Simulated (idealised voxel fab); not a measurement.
process module | voxel self aligned vias
cross-section cut | 190 nm wide | cells 5 nm
A cross-section is a grid of square cells, given in bands from the top down. A band is one or more rows of cells.
Each band's line starts with the height of the band's top and of its bottom, in nm. Then come its materials from left to right, each with its width in nm. One material with "throughout" fills the band from edge to edge. "air" is empty space.
Height 0 is the level under which the wafer as received is all one material. The lowest band goes on downwards, as in "0 down".
A width such as "30 to 40" changes by the same amount from each row of cells to the next, from the band's top row to its bottom row.
"no change" after a step means that no cell of the cross-section changed.
closed voids: empty space of 8 cells or more with no open way to the top, each as width x height at its distance from the left edge, in nm
after a step's settings: what the simulator itself notes on the step
overlay nm, on a step with a mask: how far to the right of its planned place the mask lay; to the left if negative
plan
1 op RECEIVE | material Si
2 op CONFORMAL_DEP | material SiO2 | thk nm 15
3 op CONFORMAL_DEP | material SiCN | thk nm 5
4 op DIRECTIONAL_DEP | material SiO2 | thk nm 30
5 op PATTERN | tone open | mask id LINES | material resist | width nm 20 | pitch nm 60 | thk nm 20 | overlay nm 0
6 op DIRECTIONAL_ETCH | etch materials SiO2 | depth nm 30
7 op STRIP | etch materials resist
8 op CONFORMAL_DEP | material TiN | thk nm 5
9 op FILL_DEP | material Ru | thk nm 10
10 op CMP | height nm 50
11 op SELECTIVE_ETCH | etch materials W Ru TiN | depth nm 5
12 op FILL_DEP | material SiN | thk nm 10
13 op CMP | height nm 50
14 op DIRECTIONAL_DEP | material SiO2 | thk nm 15
15 op PATTERN | tone open | mask id VIAS | material resist | width nm 40 | thk nm 15 | overlay nm 0
16 op DIRECTIONAL_ETCH | etch materials SiO2 | depth nm 15
17 op DIRECTIONAL_ETCH | etch materials SiN | depth nm 5
18 op STRIP | etch materials resist
19 op CONFORMAL_DEP | material TiN | thk nm 5
20 op FILL_DEP | material Ru | thk nm 5
21 op CMP | height nm 65
22 op CONFORMAL_DEP | material SiN | thk nm 5
as received, after step 1
  0 down: Si throughout
  closed voids: none
first wafer at the end, as planned
  70 to 65: SiN throughout
  65 to 55: SiO2 45 | TiN 5 | Ru 30 | TiN 5 | SiO2 105
  55 to 50: SiO2 45 | TiN 15 | Ru 10 | TiN 15 | SiO2 105
  50 to 45: SiO2 55 | TiN 20 | SiO2 40 | SiN 20 | SiO2 55
  45 to 25: SiO2 55 | TiN 5 | Ru 10 | TiN 5 | SiO2 40 | TiN 5 | Ru 10 | TiN 5 | SiO2 55
  25 to 20: SiO2 55 | TiN 20 | SiO2 40 | TiN 20 | SiO2 55
  20 to 15: SiCN throughout
  15 to 0: SiO2 throughout
  0 down: Si throughout
  closed voids: none
second wafer at the end: like start, like plan, one mistake
  70 to 65: SiN throughout
  65 to 55: Ru 40 | TiN 5 | SiO2 40 | TiN 5 | Ru 100
  55 to 50: TiN 45 | SiO2 40 | TiN 35 | Ru 10 | TiN 60
  50 to 45: SiO2 55 | SiN 20 | SiO2 40 | TiN 20 | SiO2 55
  45 to 25: SiO2 55 | TiN 5 | Ru 10 | TiN 5 | SiO2 40 | TiN 5 | Ru 10 | TiN 5 | SiO2 55
  25 to 20: SiO2 55 | TiN 20 | SiO2 40 | TiN 20 | SiO2 55
  20 to 15: SiCN throughout
  15 to 0: SiO2 throughout
  0 down: Si throughout
  closed voids: none
what went wrong: step 15 ran as: op PATTERN | tone cover | mask id VIAS | material resist | width nm 40 | thk nm 15 | overlay nm 0
at the end the second wafer has, in cells: 44 more of Ru | 66 fewer of SiO2 | 22 more of TiN
